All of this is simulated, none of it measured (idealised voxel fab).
A process module follows: voxel self aligned vias.
Square cells of 5 nm make up the cross-section cut, whose width is 250 nm.
Notation: cross-section as square-cell grid; stated in bands, top first, going down; one or more cell rows per band.
Heads up on the band format: heights come first, top then bottom, in nm. After that it's the materials left to right, each with its width in nm. A single material flagged "all across" fills the whole band edge to edge, and "air" means there's empty space there.
For the purposes of this specification, 0 denotes the height below which the wafer in its as-received condition is composed wholly of one material, and the lowermost band, lacking a lower limit, extends downward without end, as expressed in "0 nm and below".
Top row gets the first number, bottom row gets the second, and each row in between changes by the same step: that is how a band width like "30->40" works.
No cell of the cross-section changed in a step that is given as "no modifications".
The entry "Cavities, sealed" lists the empty spaces that cover at least 8 cells and have no open path to the top. Each is written as width x height at distance, where the distance is measured from the left edge and all three values are in nm.
On each step's line, the part that comes after the settings is the simulator's own comment on the step.
overlay nm: for a step with a mask, the amount by which the mask lay right of where it was planned; a negative amount means left of it.
HERE'S WHAT THE PLANNED PROCESS STEPS LOOK LIKE
- 1: op RECEIVE | material Si
- 2: op CONFORMAL_DEP | material SiO2 | thk nm 15
- 3: op CONFORMAL_DEP | material SiCN | thk nm 5
- 4: op DIRECTIONAL_DEP | material SiO2 | thk nm 20
- 5: op MASKED_ETCH | tone open | mask id LINES | width nm 20 | pitch nm 60 | etch materials SiO2 | depth nm 20 | overlay nm 0
- 6: op CONFORMAL_DEP | material TiN | thk nm 5
- 7: op FILL_DEP | material Ru | thk nm 5
- 8: op CMP | height nm 40
- 9: op SELECTIVE_ETCH | etch materials W Ru TiN | depth nm 10
- 10: op FILL_DEP | material SiN | thk nm 5
- 11: op CMP | height nm 40
- 12: op DIRECTIONAL_DEP | material SiO2 | thk nm 15
- 13: op PATTERN | tone open | mask id VIAS | material resist | width nm 30 | pitch nm 120 | thk nm 20 | overlay nm 0
- 14: op DIRECTIONAL_ETCH | etch materials SiO2 | depth nm 15
- 15: op DIRECTIONAL_ETCH | etch materials SiN | depth nm 10
- 16: op STRIP | etch materials resist
- 17: op CONFORMAL_DEP | material TiN | thk nm 5
- 18: op FILL_DEP | material Ru | thk nm 10
- 19: op CMP | height nm 55
- 20: op CONFORMAL_DEP | material SiN | thk nm 5
FIRST OF TWO WAFERS: RUN AS PLANNED
CROSS-SECTIONAL VIEW OF THE WAFER IN ITS AS-RECEIVED CONDITION, CORRESPONDING TO THE STATE AFTER STEP 1
- 0 nm and below  Si all across
- Cavities, sealed: none
STEP 2 DONE - WAFER CROSS-SECTION
- 15 nm to 0 nm  SiO2 all across
- Anything lower than 0 is untouched.
STEP 3 DONE - WAFER CROSS-SECTION
- 20 nm to 15 nm  SiCN all across
- Anything lower than 15 is untouched.
STEP 4 DONE - WAFER CROSS-SECTION
- 40 nm to 20 nm  SiO2 all across
- Anything lower than 20 is untouched.
STEP 5 DONE - WAFER CROSS-SECTION
- 40 nm to 20 nm  55 nm SiO2, then 20 nm air, then 40 nm SiO2, then 20 nm air, then 40 nm SiO2, then 20 nm air, then 55 nm SiO2
- Anything lower than 20 is untouched.
STEP 6 DONE - WAFER CROSS-SECTION
- 45 nm to 40 nm  60 nm TiN, then 10 nm air, then 50 nm TiN, then 10 nm air, then 50 nm TiN, then 10 nm air, then 60 nm TiN
- 40 nm to 25 nm  55 nm SiO2, then 5 nm TiN, then 10 nm air, then 5 nm TiN, then 40 nm SiO2, then 5 nm TiN, then 10 nm air, then 5 nm TiN, then 40 nm SiO2, then 5 nm TiN, then 10 nm air, then 5 nm TiN, then 55 nm SiO2
- 25 nm to 20 nm  55 nm SiO2, then 20 nm TiN, then 40 nm SiO2, then 20 nm TiN, then 40 nm SiO2, then 20 nm TiN, then 55 nm SiO2
- Anything lower than 20 is untouched.
STEP 7 DONE - WAFER CROSS-SECTION
- 50 nm to 45 nm  Ru all across
- 45 nm to 40 nm  60 nm TiN, then 10 nm Ru, then 50 nm TiN, then 10 nm Ru, then 50 nm TiN, then 10 nm Ru, then 60 nm TiN
- 40 nm to 25 nm  55 nm SiO2, then 5 nm TiN, then 10 nm Ru, then 5 nm TiN, then 40 nm SiO2, then 5 nm TiN, then 10 nm Ru, then 5 nm TiN, then 40 nm SiO2, then 5 nm TiN, then 10 nm Ru, then 5 nm TiN, then 55 nm SiO2
- Anything lower than 25 is untouched.
STEP 8 DONE - WAFER CROSS-SECTION
- 40 nm to 25 nm  55 nm SiO2, then 5 nm TiN, then 10 nm Ru, then 5 nm TiN, then 40 nm SiO2, then 5 nm TiN, then 10 nm Ru, then 5 nm TiN, then 40 nm SiO2, then 5 nm TiN, then 10 nm Ru, then 5 nm TiN, then 55 nm SiO2
- Anything lower than 25 is untouched.
STEP 9 DONE - WAFER CROSS-SECTION
- 40 nm to 30 nm  55 nm SiO2, then 20 nm air, then 40 nm SiO2, then 20 nm air, then 40 nm SiO2, then 20 nm air, then 55 nm SiO2
- Anything lower than 30 is untouched.
STEP 10 DONE - WAFER CROSS-SECTION
- 45 nm to 40 nm  SiN all across
- 40 nm to 30 nm  55 nm SiO2, then 20 nm SiN, then 40 nm SiO2, then 20 nm SiN, then 40 nm SiO2, then 20 nm SiN, then 55 nm SiO2
- Anything lower than 30 is untouched.
STEP 11 DONE - WAFER CROSS-SECTION
- 40 nm to 30 nm  55 nm SiO2, then 20 nm SiN, then 40 nm SiO2, then 20 nm SiN, then 40 nm SiO2, then 20 nm SiN, then 55 nm SiO2
- Anything lower than 30 is untouched.
STEP 12 DONE - WAFER CROSS-SECTION
- 55 nm to 40 nm  SiO2 all across
- Anything lower than 40 is untouched.
STEP 13 DONE - WAFER CROSS-SECTION
- 75 nm to 55 nm  50 nm resist, then 30 nm air, then 90 nm resist, then 30 nm air, then 50 nm resist
- Anything lower than 55 is untouched.
STEP 14 DONE - WAFER CROSS-SECTION
- 75 nm to 55 nm  50 nm resist, then 30 nm air, then 90 nm resist, then 30 nm air, then 50 nm resist
- 55 nm to 40 nm  50 nm SiO2, then 30 nm air, then 90 nm SiO2, then 30 nm air, then 50 nm SiO2
- Anything lower than 40 is untouched.
STEP 15 DONE - WAFER CROSS-SECTION
- 75 nm to 55 nm  50 nm resist, then 30 nm air, then 90 nm resist, then 30 nm air, then 50 nm resist
- 55 nm to 40 nm  50 nm SiO2, then 30 nm air, then 90 nm SiO2, then 30 nm air, then 50 nm SiO2
- 40 nm to 30 nm  55 nm SiO2, then 20 nm air, then 40 nm SiO2, then 20 nm SiN, then 40 nm SiO2, then 20 nm air, then 55 nm SiO2
- Anything lower than 30 is untouched.
STEP 16 DONE - WAFER CROSS-SECTION
- 55 nm to 40 nm  50 nm SiO2, then 30 nm air, then 90 nm SiO2, then 30 nm air, then 50 nm SiO2
- Anything lower than 40 is untouched.
STEP 17 DONE - WAFER CROSS-SECTION
- 60 nm to 55 nm  55 nm TiN, then 20 nm air, then 100 nm TiN, then 20 nm air, then 55 nm TiN
- 55 nm to 45 nm  50 nm SiO2, then 5 nm TiN, then 20 nm air, then 5 nm TiN, then 90 nm SiO2, then 5 nm TiN, then 20 nm air, then 5 nm TiN, then 50 nm SiO2
- 45 nm to 40 nm  50 nm SiO2, then 10 nm TiN, then 10 nm air, then 10 nm TiN, then 90 nm SiO2, then 10 nm TiN, then 10 nm air, then 10 nm TiN, then 50 nm SiO2
- 40 nm to 35 nm  55 nm SiO2, then 5 nm TiN, then 10 nm air, then 5 nm TiN, then 40 nm SiO2, then 20 nm SiN, then 40 nm SiO2, then 5 nm TiN, then 10 nm air, then 5 nm TiN, then 55 nm SiO2
- 35 nm to 30 nm  55 nm SiO2, then 20 nm TiN, then 40 nm SiO2, then 20 nm SiN, then 40 nm SiO2, then 20 nm TiN, then 55 nm SiO2
- Anything lower than 30 is untouched.
STEP 18 DONE - WAFER CROSS-SECTION
- 70 nm to 60 nm  Ru all across
- 60 nm to 55 nm  55 nm TiN, then 20 nm Ru, then 100 nm TiN, then 20 nm Ru, then 55 nm TiN
- 55 nm to 45 nm  50 nm SiO2, then 5 nm TiN, then 20 nm Ru, then 5 nm TiN, then 90 nm SiO2, then 5 nm TiN, then 20 nm Ru, then 5 nm TiN, then 50 nm SiO2
- 45 nm to 40 nm  50 nm SiO2, then 10 nm TiN, then 10 nm Ru, then 10 nm TiN, then 90 nm SiO2, then 10 nm TiN, then 10 nm Ru, then 10 nm TiN, then 50 nm SiO2
- 40 nm to 35 nm  55 nm SiO2, then 5 nm TiN, then 10 nm Ru, then 5 nm TiN, then 40 nm SiO2, then 20 nm SiN, then 40 nm SiO2, then 5 nm TiN, then 10 nm Ru, then 5 nm TiN, then 55 nm SiO2
- Anything lower than 35 is untouched.
STEP 19 DONE - WAFER CROSS-SECTION
- 55 nm to 45 nm  50 nm SiO2, then 5 nm TiN, then 20 nm Ru, then 5 nm TiN, then 90 nm SiO2, then 5 nm TiN, then 20 nm Ru, then 5 nm TiN, then 50 nm SiO2
- Anything lower than 45 is untouched.
STEP 20 DONE - WAFER CROSS-SECTION
- 60 nm to 55 nm  SiN all across
- Anything lower than 55 is untouched.
SECOND WAFER (IDENTICAL START AND PLAN, ONE PROCESSING ERROR; MATCHES FIRST WAFER THROUGH STEP 4)
X-SECTION, SECOND WAFER, WHEN STEP 5 WAS DUE TO FINISH
- 40 nm to 20 nm  55 nm air, then 20 nm SiO2, then 40 nm air, then 20 nm SiO2, then 40 nm air, then 20 nm SiO2, then 55 nm air
- Anything lower than 20 is untouched.
X-SECTION, SECOND WAFER, WHEN STEP 6 WAS DUE TO FINISH
- 45 nm to 40 nm  50 nm air, then 30 nm TiN, then 30 nm air, then 30 nm TiN, then 30 nm air, then 30 nm TiN, then 50 nm air
- 40 nm to 25 nm  50 nm air, then 5 nm TiN, then 20 nm SiO2, then 5 nm TiN, then 30 nm air, then 5 nm TiN, then 20 nm SiO2, then 5 nm TiN, then 30 nm air, then 5 nm TiN, then 20 nm SiO2, then 5 nm TiN, then 50 nm air
- 25 nm to 20 nm  55 nm TiN, then 20 nm SiO2, then 40 nm TiN, then 20 nm SiO2, then 40 nm TiN, then 20 nm SiO2, then 55 nm TiN
- Anything lower than 20 is untouched.
X-SECTION, SECOND WAFER, WHEN STEP 7 WAS DUE TO FINISH
- 50 nm to 45 nm  Ru all across
- 45 nm to 40 nm  50 nm Ru, then 30 nm TiN, then 30 nm Ru, then 30 nm TiN, then 30 nm Ru, then 30 nm TiN, then 50 nm Ru
- 40 nm to 25 nm  50 nm Ru, then 5 nm TiN, then 20 nm SiO2, then 5 nm TiN, then 30 nm Ru, then 5 nm TiN, then 20 nm SiO2, then 5 nm TiN, then 30 nm Ru, then 5 nm TiN, then 20 nm SiO2, then 5 nm TiN, then 50 nm Ru
- Anything lower than 25 is untouched.
X-SECTION, SECOND WAFER, WHEN STEP 8 WAS DUE TO FINISH
- 40 nm to 25 nm  50 nm Ru, then 5 nm TiN, then 20 nm SiO2, then 5 nm TiN, then 30 nm Ru, then 5 nm TiN, then 20 nm SiO2, then 5 nm TiN, then 30 nm Ru, then 5 nm TiN, then 20 nm SiO2, then 5 nm TiN, then 50 nm Ru
- Anything lower than 25 is untouched.
X-SECTION, SECOND WAFER, WHEN STEP 9 WAS DUE TO FINISH
- 40 nm to 30 nm  55 nm air, then 20 nm SiO2, then 40 nm air, then 20 nm SiO2, then 40 nm air, then 20 nm SiO2, then 55 nm air
- Anything lower than 30 is untouched.
X-SECTION, SECOND WAFER, WHEN STEP 10 WAS DUE TO FINISH
- 45 nm to 40 nm  SiN all across
- 40 nm to 30 nm  55 nm SiN, then 20 nm SiO2, then 40 nm SiN, then 20 nm SiO2, then 40 nm SiN, then 20 nm SiO2, then 55 nm SiN
- Anything lower than 30 is untouched.
X-SECTION, SECOND WAFER, WHEN STEP 11 WAS DUE TO FINISH
- 40 nm to 30 nm  55 nm SiN, then 20 nm SiO2, then 40 nm SiN, then 20 nm SiO2, then 40 nm SiN, then 20 nm SiO2, then 55 nm SiN
- Anything lower than 30 is untouched.
X-SECTION, SECOND WAFER, WHEN STEP 12 WAS DUE TO FINISH
- 55 nm to 40 nm  SiO2 all across
- Anything lower than 40 is untouched.
X-SECTION, SECOND WAFER, WHEN STEP 13 WAS DUE TO FINISH
- 75 nm to 55 nm  50 nm resist, then 30 nm air, then 90 nm resist, then 30 nm air, then 50 nm resist
- Anything lower than 55 is untouched.
X-SECTION, SECOND WAFER, WHEN STEP 14 WAS DUE TO FINISH
- 75 nm to 55 nm  50 nm resist, then 30 nm air, then 90 nm resist, then 30 nm air, then 50 nm resist
- 55 nm to 40 nm  50 nm SiO2, then 30 nm air, then 90 nm SiO2, then 30 nm air, then 50 nm SiO2
- Anything lower than 40 is untouched.
X-SECTION, SECOND WAFER, WHEN STEP 15 WAS DUE TO FINISH
- 75 nm to 55 nm  50 nm resist, then 30 nm air, then 90 nm resist, then 30 nm air, then 50 nm resist
- 55 nm to 40 nm  50 nm SiO2, then 30 nm air, then 90 nm SiO2, then 30 nm air, then 50 nm SiO2
- 40 nm to 30 nm  50 nm SiN, then 5 nm air, then 20 nm SiO2, then 5 nm air, then 35 nm SiN, then 20 nm SiO2, then 35 nm SiN, then 5 nm air, then 20 nm SiO2, then 5 nm air, then 50 nm SiN
- Anything lower than 30 is untouched.
X-SECTION, SECOND WAFER, WHEN STEP 16 WAS DUE TO FINISH
- 55 nm to 40 nm  50 nm SiO2, then 30 nm air, then 90 nm SiO2, then 30 nm air, then 50 nm SiO2
- Anything lower than 40 is untouched.
X-SECTION, SECOND WAFER, WHEN STEP 17 WAS DUE TO FINISH
- 60 nm to 55 nm  55 nm TiN, then 20 nm air, then 100 nm TiN, then 20 nm air, then 55 nm TiN
- 55 nm to 45 nm  50 nm SiO2, then 5 nm TiN, then 20 nm air, then 5 nm TiN, then 90 nm SiO2, then 5 nm TiN, then 20 nm air, then 5 nm TiN, then 50 nm SiO2
- 45 nm to 40 nm  50 nm SiO2, then 30 nm TiN, then 90 nm SiO2, then 30 nm TiN, then 50 nm SiO2
- 40 nm to 30 nm  50 nm SiN, then 5 nm TiN, then 20 nm SiO2, then 5 nm TiN, then 35 nm SiN, then 20 nm SiO2, then 35 nm SiN, then 5 nm TiN, then 20 nm SiO2, then 5 nm TiN, then 50 nm SiN
- Anything lower than 30 is untouched.
X-SECTION, SECOND WAFER, WHEN STEP 18 WAS DUE TO FINISH
- 70 nm to 60 nm  Ru all across
- 60 nm to 55 nm  55 nm TiN, then 20 nm Ru, then 100 nm TiN, then 20 nm Ru, then 55 nm TiN
- 55 nm to 45 nm  50 nm SiO2, then 5 nm TiN, then 20 nm Ru, then 5 nm TiN, then 90 nm SiO2, then 5 nm TiN, then 20 nm Ru, then 5 nm TiN, then 50 nm SiO2
- Anything lower than 45 is untouched.
X-SECTION, SECOND WAFER, WHEN STEP 19 WAS DUE TO FINISH
- 55 nm to 45 nm  50 nm SiO2, then 5 nm TiN, then 20 nm Ru, then 5 nm TiN, then 90 nm SiO2, then 5 nm TiN, then 20 nm Ru, then 5 nm TiN, then 50 nm SiO2
- Anything lower than 45 is untouched.
X-SECTION, SECOND WAFER, WHEN STEP 20 WAS DUE TO FINISH
- 60 nm to 55 nm  SiN all across
- Anything lower than 55 is untouched.
The plan and the run diverged here: step 5 off recipe, ran as op MASKED_ETCH | tone cover | mask id LINES | width nm 20 | pitch nm 60 | etch materials SiO2 | depth nm 20 | overlay nm 0
Once processing is complete, comparing cell counts shows that the second wafer has more or fewer of certain materials than the first: 18 more of Ru | 60 more of SiN | 104 fewer of SiO2 | 26 more of TiN
